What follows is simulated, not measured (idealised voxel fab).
Name of the process module below: voxel transistor to metal
Cross-section cut spans 150 nm and uses square cells 5 nm in size.
When this document writes out a cross-section, it uses a grid of square cells and lists it as bands, beginning at the top and moving down, with a band standing for one or more rows of cells. It is stipulated that each band's entry specify, in nanometres, the height of the top of the band and then that of its bottom, followed by the materials of the band in left-to-right sequence, each together with its width in nanometres. A single material marked by the word "everywhere" is understood to fill the band from edge to edge; the word "blank" is understood to denote empty space. We count height from 0. Below that, the starting wafer is all one material. The lowest band never ends at the bottom but goes on down; see "top 0, no bottom" for how that is written. Think of "30->40" as a width that walks from the first number to the second as you go down the band, top row to bottom row, taking equal-sized steps from row to row. For the purposes of this document, the phrase "nothing different" attached to a step denotes that no cell within the cross-section was modified by that step. Enclosed voids (no open way to top), threshold 8 cells or more, entry "Enclosed empty spaces", notation width x height at distance, distance from left edge, nm. Note: text after step settings on the step line = simulator remark on that step. The line of a step may include "overlay nm". On a step with a mask, this value is how far to the right of its planned place the mask lay. A negative value means the mask lay to the left.
STEPS PLANNED FOR THE PROCESS
| 1 | RECEIVE, material Si |
| 2 | CONFORMAL_DEP, material SiO2, thk nm 5 |
| 3 | CONFORMAL_DEP, material SiN, thk nm 15 |
| 4 | DIRECTIONAL_DEP, material aC, thk nm 10 |
| 5 | PATTERN, tone cover, mask id ACTIVE, material resist, width nm 105, thk nm 30, overlay nm 0 |
| 6 | DIRECTIONAL_ETCH, etch materials aC, depth nm 10 |
| 7 | STRIP, etch materials resist |
| 8 | DIRECTIONAL_ETCH, etch materials SiN, depth nm 15 |
| 9 | DIRECTIONAL_ETCH, etch materials SiO2, depth nm 5 |
| 10 | DIRECTIONAL_ETCH, etch materials Si, depth nm 35 |
| 11 | STRIP, etch materials aC |
| 12 | OXIDIZE, depth nm 5 |
| 13 | FILL_DEP, material SiO2, thk nm 5 |
| 14 | CMP, height nm 20 |
| 15 | SELECTIVE_ETCH, etch materials SiO2, depth nm 5 |
| 16 | STRIP, etch materials SiN |
| 17 | SELECTIVE_ETCH, etch materials SiO2, depth nm 5 |
| 18 | OXIDIZE, depth nm 5 |
| 19 | DIRECTIONAL_DEP, material polySi, thk nm 20 |
| 20 | DIRECTIONAL_DEP, material SiCN, thk nm 15 |
| 21 | MASKED_ETCH, tone cover, mask id GATE, width nm 25, etch materials SiCN, depth nm 25, overlay nm 0 |
| 22 | MASKED_ETCH, tone cover, mask id GATE, width nm 25, etch materials polySi, depth nm 30, overlay nm 0 |
| 23 | CONFORMAL_DEP, material SiO2, thk nm 5 |
| 24 | DIRECTIONAL_ETCH, etch materials SiO2, depth nm 5 |
| 25 | CONFORMAL_DEP, material SiN, thk nm 5 |
| 26 | DIRECTIONAL_ETCH, etch materials SiN, depth nm 5 |
| 27 | DIRECTIONAL_ETCH, etch materials SiO2, depth nm 5 |
| 28 | DIRECTIONAL_ETCH, etch materials Si, depth nm 10 |
| 29 | EPI, material pSi, thk nm 15 |
| 30 | FILL_DEP, material SiO2, thk nm 10 |
| 31 | CMP, height nm 35 |
| 32 | DIRECTIONAL_DEP, material SiO2, thk nm 10 |
| 33 | PATTERN, tone open, mask id CONTACT, material resist, width nm 30, pitch nm 65, thk nm 15, overlay nm 0 |
| 34 | DIRECTIONAL_ETCH, etch materials SiO2, depth nm 45 |
| 35 | STRIP, etch materials resist |
| 36 | CONFORMAL_DEP, material TiN, thk nm 5 |
| 37 | FILL_DEP, material W, thk nm 5 |
| 38 | CMP, height nm 45 |
| 39 | DIRECTIONAL_DEP, material TiN, thk nm 5 |
| 40 | DIRECTIONAL_DEP, material W, thk nm 15 |
| 41 | PATTERN, tone cover, mask id METAL_1, material resist, width nm 20, pitch nm 75, thk nm 20, overlay nm 0 |
| 42 | DIRECTIONAL_ETCH, etch materials W, depth nm 15 |
| 43 | DIRECTIONAL_ETCH, etch materials TiN, depth nm 5 |
| 44 | STRIP, etch materials resist |
| 45 | FILL_DEP, material lowk, thk nm 10 |
| 46 | CMP, height nm 65 |
| 47 | CONFORMAL_DEP, material SiCN, thk nm 5 |
SO, THE FIRST OF OUR TWO WAFERS, RUN JUST AS WE PLANNED IT
CROSS-SECTIONAL VIEW OF THE WAFER IN ITS AS-RECEIVED CONDITION, CORRESPONDING TO THE STATE AFTER STEP 1
top 0, no bottom | Si everywhere
Enclosed empty spaces: none
ONCE STEP 2 IS THROUGH, THE WAFER LOOKS LIKE THIS IN CROSS-SECTION
top 5, bottom 0 | SiO2 everywhere
Below a height of 0, the structure has not been altered.
ONCE STEP 3 IS THROUGH, THE WAFER LOOKS LIKE THIS IN CROSS-SECTION
top 20, bottom 5 | SiN everywhere
Below a height of 5, the structure has not been altered.
ONCE STEP 4 IS THROUGH, THE WAFER LOOKS LIKE THIS IN CROSS-SECTION
top 30, bottom 20 | aC everywhere
Below a height of 20, the structure has not been altered.
ONCE STEP 5 IS THROUGH, THE WAFER LOOKS LIKE THIS IN CROSS-SECTION
top 60, bottom 30 | blank 20, resist 105, blank 25
Below a height of 30, the structure has not been altered.
ONCE STEP 6 IS THROUGH, THE WAFER LOOKS LIKE THIS IN CROSS-SECTION
top 50, bottom 30 | blank 20, resist 105, blank 25
top 30, bottom 20 | blank 20, aC 105, blank 25
Below a height of 20, the structure has not been altered.
ONCE STEP 7 IS THROUGH, THE WAFER LOOKS LIKE THIS IN CROSS-SECTION
top 30, bottom 20 | blank 20, aC 105, blank 25
Below a height of 20, the structure has not been altered.
ONCE STEP 8 IS THROUGH, THE WAFER LOOKS LIKE THIS IN CROSS-SECTION
top 30, bottom 20 | blank 20, aC 105, blank 25
top 20, bottom 5 | blank 20, SiN 105, blank 25
Below a height of 5, the structure has not been altered.
ONCE STEP 9 IS THROUGH, THE WAFER LOOKS LIKE THIS IN CROSS-SECTION
top 30, bottom 20 | blank 20, aC 105, blank 25
top 20, bottom 5 | blank 20, SiN 105, blank 25
top 5, bottom 0 | blank 20, SiO2 105, blank 25
Below a height of 0, the structure has not been altered.
ONCE STEP 10 IS THROUGH, THE WAFER LOOKS LIKE THIS IN CROSS-SECTION
top 30, bottom 20 | blank 20, aC 105, blank 25
top 20, bottom 5 | blank 20, SiN 105, blank 25
top 5, bottom 0 | blank 20, SiO2 105, blank 25
top 0, bottom -35 | blank 20, Si 105, blank 25
Below a height of -35, the structure has not been altered.
ONCE STEP 11 IS THROUGH, THE WAFER LOOKS LIKE THIS IN CROSS-SECTION
top 20, bottom 5 | blank 20, SiN 105, blank 25
Below a height of 5, the structure has not been altered.
ONCE STEP 12 IS THROUGH, THE WAFER LOOKS LIKE THIS IN CROSS-SECTION
top 20, bottom 5 | blank 20, SiN 105, blank 25
top 5, bottom 0 | blank 20, SiO2 105, blank 25
top 0, bottom -35 | blank 20, SiO2 5, Si 95, SiO2 5, blank 25
top -35, bottom -40 | SiO2 25, Si 95, SiO2 30
Below a height of -40, the structure has not been altered.
ONCE STEP 13 IS THROUGH, THE WAFER LOOKS LIKE THIS IN CROSS-SECTION
top 25, bottom 20 | SiO2 everywhere
top 20, bottom 5 | SiO2 20, SiN 105, SiO2 25
top 5, bottom 0 | SiO2 everywhere
top 0, bottom -40 | SiO2 25, Si 95, SiO2 30
Below a height of -40, the structure has not been altered.
ONCE STEP 14 IS THROUGH, THE WAFER LOOKS LIKE THIS IN CROSS-SECTION
top 20, bottom 5 | SiO2 20, SiN 105, SiO2 25
Below a height of 5, the structure has not been altered.
ONCE STEP 15 IS THROUGH, THE WAFER LOOKS LIKE THIS IN CROSS-SECTION
top 20, bottom 15 | blank 20, SiN 105, blank 25
Below a height of 15, the structure has not been altered.
ONCE STEP 16 IS THROUGH, THE WAFER LOOKS LIKE THIS IN CROSS-SECTION
top 15, bottom 5 | SiO2 20, blank 105, SiO2 25
Below a height of 5, the structure has not been altered.
ONCE STEP 17 IS THROUGH, THE WAFER LOOKS LIKE THIS IN CROSS-SECTION
top 10, bottom 0 | SiO2 15, blank 115, SiO2 20
Below a height of 0, the structure has not been altered.
ONCE STEP 18 IS THROUGH, THE WAFER LOOKS LIKE THIS IN CROSS-SECTION
top 10, bottom 0 | SiO2 15, blank 115, SiO2 20
top 0, bottom -5 | SiO2 everywhere
Below a height of -5, the structure has not been altered.
ONCE STEP 19 IS THROUGH, THE WAFER LOOKS LIKE THIS IN CROSS-SECTION
top 30, bottom 20 | polySi 15, blank 115, polySi 20
top 20, bottom 10 | polySi everywhere
top 10, bottom 0 | SiO2 15, polySi 115, SiO2 20
Below a height of 0, the structure has not been altered.
ONCE STEP 20 IS THROUGH, THE WAFER LOOKS LIKE THIS IN CROSS-SECTION
top 45, bottom 35 | SiCN 15, blank 115, SiCN 20
top 35, bottom 30 | SiCN everywhere
top 30, bottom 20 | polySi 15, SiCN 115, polySi 20
Below a height of 20, the structure has not been altered.
ONCE STEP 21 IS THROUGH, THE WAFER LOOKS LIKE THIS IN CROSS-SECTION
top 35, bottom 30 | blank 60, SiCN 25, blank 65
top 30, bottom 20 | polySi 15, blank 45, SiCN 25, blank 45, polySi 20
Below a height of 20, the structure has not been altered.
ONCE STEP 22 IS THROUGH, THE WAFER LOOKS LIKE THIS IN CROSS-SECTION
top 35, bottom 20 | blank 60, SiCN 25, blank 65
top 20, bottom 10 | blank 60, polySi 25, blank 65
top 10, bottom 0 | SiO2 15, blank 45, polySi 25, blank 45, SiO2 20
Below a height of 0, the structure has not been altered.
ONCE STEP 23 IS THROUGH, THE WAFER LOOKS LIKE THIS IN CROSS-SECTION
top 40, bottom 35 | blank 55, SiO2 35, blank 60
top 35, bottom 20 | blank 55, SiO2 5, SiCN 25, SiO2 5, blank 60
top 20, bottom 15 | blank 55, SiO2 5, polySi 25, SiO2 5, blank 60
top 15, bottom 5 | SiO2 20, blank 35, SiO2 5, polySi 25, SiO2 5, blank 35, SiO2 25
top 5, bottom 0 | SiO2 60, polySi 25, SiO2 65
Below a height of 0, the structure has not been altered.
ONCE STEP 24 IS THROUGH, THE WAFER LOOKS LIKE THIS IN CROSS-SECTION
top 35, bottom 20 | blank 55, SiO2 5, SiCN 25, SiO2 5, blank 60
top 20, bottom 10 | blank 55, SiO2 5, polySi 25, SiO2 5, blank 60
top 10, bottom 0 | SiO2 20, blank 35, SiO2 5, polySi 25, SiO2 5, blank 35, SiO2 25
Below a height of 0, the structure has not been altered.
ONCE STEP 25 IS THROUGH, THE WAFER LOOKS LIKE THIS IN CROSS-SECTION
top 40, bottom 35 | blank 50, SiN 45, blank 55
top 35, bottom 20 | blank 50, SiN 5, SiO2 5, SiCN 25, SiO2 5, SiN 5, blank 55
top 20, bottom 15 | blank 50, SiN 5, SiO2 5, polySi 25, SiO2 5, SiN 5, blank 55
top 15, bottom 10 | SiN 25, blank 25, SiN 5, SiO2 5, polySi 25, SiO2 5, SiN 5, blank 25, SiN 30
top 10, bottom 5 | SiO2 20, SiN 5, blank 25, SiN 5, SiO2 5, polySi 25, SiO2 5, SiN 5, blank 25, SiN 5, SiO2 25
top 5, bottom 0 | SiO2 20, SiN 35, SiO2 5, polySi 25, SiO2 5, SiN 35, SiO2 25
Below a height of 0, the structure has not been altered.
ONCE STEP 26 IS THROUGH, THE WAFER LOOKS LIKE THIS IN CROSS-SECTION
top 35, bottom 20 | blank 50, SiN 5, SiO2 5, SiCN 25, SiO2 5, SiN 5, blank 55
top 20, bottom 10 | blank 50, SiN 5, SiO2 5, polySi 25, SiO2 5, SiN 5, blank 55
top 10, bottom 0 | SiO2 20, SiN 5, blank 25, SiN 5, SiO2 5, polySi 25, SiO2 5, SiN 5, blank 25, SiN 5, SiO2 25
Below a height of 0, the structure has not been altered.
ONCE STEP 27 IS THROUGH, THE WAFER LOOKS LIKE THIS IN CROSS-SECTION
top 35, bottom 30 | blank 50, SiN 5, blank 5, SiCN 25, blank 5, SiN 5, blank 55
top 30, bottom 20 | blank 50, SiN 5, SiO2 5, SiCN 25, SiO2 5, SiN 5, blank 55
top 20, bottom 10 | blank 50, SiN 5, SiO2 5, polySi 25, SiO2 5, SiN 5, blank 55
top 10, bottom 5 | blank 20, SiN 5, blank 25, SiN 5, SiO2 5, polySi 25, SiO2 5, SiN 5, blank 25, SiN 5, blank 25
top 5, bottom 0 | SiO2 20, SiN 5, blank 25, SiN 5, SiO2 5, polySi 25, SiO2 5, SiN 5, blank 25, SiN 5, SiO2 25
top 0, bottom -5 | SiO2 25, blank 25, SiO2 45, blank 25, SiO2 30
Below a height of -5, the structure has not been altered.
ONCE STEP 28 IS THROUGH, THE WAFER LOOKS LIKE THIS IN CROSS-SECTION
top 35, bottom 30 | blank 50, SiN 5, blank 5, SiCN 25, blank 5, SiN 5, blank 55
top 30, bottom 20 | blank 50, SiN 5, SiO2 5, SiCN 25, SiO2 5, SiN 5, blank 55
top 20, bottom 10 | blank 50, SiN 5, SiO2 5, polySi 25, SiO2 5, SiN 5, blank 55
top 10, bottom 5 | blank 20, SiN 5, blank 25, SiN 5, SiO2 5, polySi 25, SiO2 5, SiN 5, blank 25, SiN 5, blank 25
top 5, bottom 0 | SiO2 20, SiN 5, blank 25, SiN 5, SiO2 5, polySi 25, SiO2 5, SiN 5, blank 25, SiN 5, SiO2 25
top 0, bottom -5 | SiO2 25, blank 25, SiO2 45, blank 25, SiO2 30
top -5, bottom -15 | SiO2 25, blank 25, Si 45, blank 25, SiO2 30
Below a height of -15, the structure has not been altered.
ONCE STEP 29 IS THROUGH, THE WAFER LOOKS LIKE THIS IN CROSS-SECTION
top 35, bottom 30 | blank 50, SiN 5, blank 5, SiCN 25, blank 5, SiN 5, blank 55
top 30, bottom 20 | blank 50, SiN 5, SiO2 5, SiCN 25, SiO2 5, SiN 5, blank 55
top 20, bottom 10 | blank 50, SiN 5, SiO2 5, polySi 25, SiO2 5, SiN 5, blank 55
top 10, bottom 5 | blank 20, SiN 5, blank 10, pSi 15, SiN 5, SiO2 5, polySi 25, SiO2 5, SiN 5, pSi 15, blank 10, SiN 5, blank 25
top 5, bottom 0 | SiO2 20, SiN 5, blank 10, pSi 15, SiN 5, SiO2 5, polySi 25, SiO2 5, SiN 5, pSi 15, blank 10, SiN 5, SiO2 25
top 0, bottom -5 | SiO2 25, pSi 25, SiO2 45, pSi 25, SiO2 30
top -5, bottom -15 | SiO2 25, pSi 25, Si 45, pSi 25, SiO2 30
Below a height of -15, the structure has not been altered.
ONCE STEP 30 IS THROUGH, THE WAFER LOOKS LIKE THIS IN CROSS-SECTION
top 45, bottom 35 | SiO2 everywhere
top 35, bottom 20 | SiO2 50, SiN 5, SiO2 5, SiCN 25, SiO2 5, SiN 5, SiO2 55
top 20, bottom 10 | SiO2 50, SiN 5, SiO2 5, polySi 25, SiO2 5, SiN 5, SiO2 55
top 10, bottom 0 | SiO2 20, SiN 5, SiO2 10, pSi 15, SiN 5, SiO2 5, polySi 25, SiO2 5, SiN 5, pSi 15, SiO2 10, SiN 5, SiO2 25
Below a height of 0, the structure has not been altered.
ONCE STEP 31 IS THROUGH, THE WAFER LOOKS LIKE THIS IN CROSS-SECTION
top 35, bottom 20 | SiO2 50, SiN 5, SiO2 5, SiCN 25, SiO2 5, SiN 5, SiO2 55
Below a height of 20, the structure has not been altered.
ONCE STEP 32 IS THROUGH, THE WAFER LOOKS LIKE THIS IN CROSS-SECTION
top 45, bottom 35 | SiO2 everywhere
Below a height of 35, the structure has not been altered.
ONCE STEP 33 IS THROUGH, THE WAFER LOOKS LIKE THIS IN CROSS-SECTION
top 60, bottom 45 | resist 25, blank 30, resist 35, blank 30, resist 30
Below a height of 45, the structure has not been altered.
ONCE STEP 34 IS THROUGH, THE WAFER LOOKS LIKE THIS IN CROSS-SECTION
top 60, bottom 45 | resist 25, blank 30, resist 35, blank 30, resist 30
top 45, bottom 35 | SiO2 25, blank 30, SiO2 35, blank 30, SiO2 30
top 35, bottom 20 | SiO2 25, blank 25, SiN 5, SiO2 5, SiCN 25, SiO2 5, SiN 5, blank 25, SiO2 30
top 20, bottom 10 | SiO2 25, blank 25, SiN 5, SiO2 5, polySi 25, SiO2 5, SiN 5, blank 25, SiO2 30
top 10, bottom 0 | SiO2 20, SiN 5, blank 10, pSi 15, SiN 5, SiO2 5, polySi 25, SiO2 5, SiN 5, pSi 15, blank 10, SiN 5, SiO2 25
Below a height of 0, the structure has not been altered.
ONCE STEP 35 IS THROUGH, THE WAFER LOOKS LIKE THIS IN CROSS-SECTION
top 45, bottom 35 | SiO2 25, blank 30, SiO2 35, blank 30, SiO2 30
Below a height of 35, the structure has not been altered.
ONCE STEP 36 IS THROUGH, THE WAFER LOOKS LIKE THIS IN CROSS-SECTION
top 50, bottom 45 | TiN 30, blank 20, TiN 45, blank 20, TiN 35
top 45, bottom 35 | SiO2 25, TiN 5, blank 20->15, TiN 5->10, SiO2 35, TiN 5->10, blank 20->15, TiN 5, SiO2 30
top 35, bottom 20 | SiO2 25, TiN 5, blank 15, TiN 5, SiN 5, SiO2 5, SiCN 25, SiO2 5, SiN 5, TiN 5, blank 15, TiN 5, SiO2 30
top 20, bottom 15 | SiO2 25, TiN 5, blank 15, TiN 5, SiN 5, SiO2 5, polySi 25, SiO2 5, SiN 5, TiN 5, blank 15, TiN 5, SiO2 30
top 15, bottom 10 | SiO2 25, TiN 25, SiN 5, SiO2 5, polySi 25, SiO2 5, SiN 5, TiN 25, SiO2 30
top 10, bottom 0 | SiO2 20, SiN 5, TiN 10, pSi 15, SiN 5, SiO2 5, polySi 25, SiO2 5, SiN 5, pSi 15, TiN 10, SiN 5, SiO2 25
Below a height of 0, the structure has not been altered.
ONCE STEP 37 IS THROUGH, THE WAFER LOOKS LIKE THIS IN CROSS-SECTION
top 55, bottom 50 | W everywhere
top 50, bottom 45 | TiN 30, W 20, TiN 45, W 20, TiN 35
top 45, bottom 35 | SiO2 25, TiN 5, W 20->15, TiN 5->10, SiO2 35, TiN 5->10, W 20->15, TiN 5, SiO2 30
top 35, bottom 20 | SiO2 25, TiN 5, W 15, TiN 5, SiN 5, SiO2 5, SiCN 25, SiO2 5, SiN 5, TiN 5, W 15, TiN 5, SiO2 30
top 20, bottom 15 | SiO2 25, TiN 5, W 15, TiN 5, SiN 5, SiO2 5, polySi 25, SiO2 5, SiN 5, TiN 5, W 15, TiN 5, SiO2 30
Below a height of 15, the structure has not been altered.
ONCE STEP 38 IS THROUGH, THE WAFER LOOKS LIKE THIS IN CROSS-SECTION
top 45, bottom 35 | SiO2 25, TiN 5, W 20->15, TiN 5->10, SiO2 35, TiN 5->10, W 20->15, TiN 5, SiO2 30
Below a height of 35, the structure has not been altered.
ONCE STEP 39 IS THROUGH, THE WAFER LOOKS LIKE THIS IN CROSS-SECTION
top 50, bottom 45 | TiN everywhere
Below a height of 45, the structure has not been altered.
ONCE STEP 40 IS THROUGH, THE WAFER LOOKS LIKE THIS IN CROSS-SECTION
top 65, bottom 50 | W everywhere
Below a height of 50, the structure has not been altered.
ONCE STEP 41 IS THROUGH, THE WAFER LOOKS LIKE THIS IN CROSS-SECTION
top 85, bottom 65 | blank 25, resist 20, blank 55, resist 20, blank 30
Below a height of 65, the structure has not been altered.
ONCE STEP 42 IS THROUGH, THE WAFER LOOKS LIKE THIS IN CROSS-SECTION
top 85, bottom 65 | blank 25, resist 20, blank 55, resist 20, blank 30
top 65, bottom 50 | blank 25, W 20, blank 55, W 20, blank 30
Below a height of 50, the structure has not been altered.
ONCE STEP 43 IS THROUGH, THE WAFER LOOKS LIKE THIS IN CROSS-SECTION
top 85, bottom 65 | blank 25, resist 20, blank 55, resist 20, blank 30
top 65, bottom 50 | blank 25, W 20, blank 55, W 20, blank 30
top 50, bottom 45 | blank 25, TiN 20, blank 55, TiN 20, blank 30
Below a height of 45, the structure has not been altered.
ONCE STEP 44 IS THROUGH, THE WAFER LOOKS LIKE THIS IN CROSS-SECTION
top 65, bottom 50 | blank 25, W 20, blank 55, W 20, blank 30
Below a height of 50, the structure has not been altered.
ONCE STEP 45 IS THROUGH, THE WAFER LOOKS LIKE THIS IN CROSS-SECTION
top 75, bottom 65 | lowk everywhere
top 65, bottom 50 | lowk 25, W 20, lowk 55, W 20, lowk 30
top 50, bottom 45 | lowk 25, TiN 20, lowk 55, TiN 20, lowk 30
Below a height of 45, the structure has not been altered.
ONCE STEP 46 IS THROUGH, THE WAFER LOOKS LIKE THIS IN CROSS-SECTION
top 65, bottom 50 | lowk 25, W 20, lowk 55, W 20, lowk 30
Below a height of 50, the structure has not been altered.
ONCE STEP 47 IS THROUGH, THE WAFER LOOKS LIKE THIS IN CROSS-SECTION
top 70, bottom 65 | SiCN everywhere
Below a height of 65, the structure has not been altered.
THE SECOND WAFER: IDENTICAL TO THE FIRST AT THE OUTSET AND IN ITS PLANNED SEQUENCE, DIFFERING ONLY IN THAT ONE MISTAKE WAS MADE DURING PROCESSING; UP TO AND INCLUDING STEP 40, ITS PATH IS THE FIRST WAFER'S PATH
CROSS-SECTIONAL REPRESENTATION OF THE SECOND WAFER AT THE TIME DESIGNATED IN THE PLAN FOR THE COMPLETION OF STEP 41
top 85, bottom 65 | resist 25, blank 20, resist 55, blank 20, resist 30
Below a height of 65, the structure has not been altered.
CROSS-SECTIONAL REPRESENTATION OF THE SECOND WAFER AT THE TIME DESIGNATED IN THE PLAN FOR THE COMPLETION OF STEP 42
top 85, bottom 65 | resist 25, blank 20, resist 55, blank 20, resist 30
top 65, bottom 50 | W 25, blank 20, W 55, blank 20, W 30
Below a height of 50, the structure has not been altered.
CROSS-SECTIONAL REPRESENTATION OF THE SECOND WAFER AT THE TIME DESIGNATED IN THE PLAN FOR THE COMPLETION OF STEP 43
top 85, bottom 65 | resist 25, blank 20, resist 55, blank 20, resist 30
top 65, bottom 50 | W 25, blank 20, W 55, blank 20, W 30
top 50, bottom 45 | TiN 25, blank 20, TiN 55, blank 20, TiN 30
Below a height of 45, the structure has not been altered.
CROSS-SECTIONAL REPRESENTATION OF THE SECOND WAFER AT THE TIME DESIGNATED IN THE PLAN FOR THE COMPLETION OF STEP 44
top 65, bottom 50 | W 25, blank 20, W 55, blank 20, W 30
Below a height of 50, the structure has not been altered.
CROSS-SECTIONAL REPRESENTATION OF THE SECOND WAFER AT THE TIME DESIGNATED IN THE PLAN FOR THE COMPLETION OF STEP 45
top 75, bottom 65 | lowk everywhere
top 65, bottom 50 | W 25, lowk 20, W 55, lowk 20, W 30
top 50, bottom 45 | TiN 25, lowk 20, TiN 55, lowk 20, TiN 30
Below a height of 45, the structure has not been altered.
CROSS-SECTIONAL REPRESENTATION OF THE SECOND WAFER AT THE TIME DESIGNATED IN THE PLAN FOR THE COMPLETION OF STEP 46
top 65, bottom 50 | W 25, lowk 20, W 55, lowk 20, W 30
Below a height of 50, the structure has not been altered.
CROSS-SECTIONAL REPRESENTATION OF THE SECOND WAFER AT THE TIME DESIGNATED IN THE PLAN FOR THE COMPLETION OF STEP 47
top 70, bottom 65 | SiCN everywhere
Below a height of 65, the structure has not been altered.
Run error: step 41: run off-plan, actual operation and settings PATTERN, tone open, mask id METAL_1, material resist, width nm 20, pitch nm 75, thk nm 20, overlay nm 0
Final wafer comparison in cells, second versus first, more or fewer per material: TiN +14, W +42, lowk -56
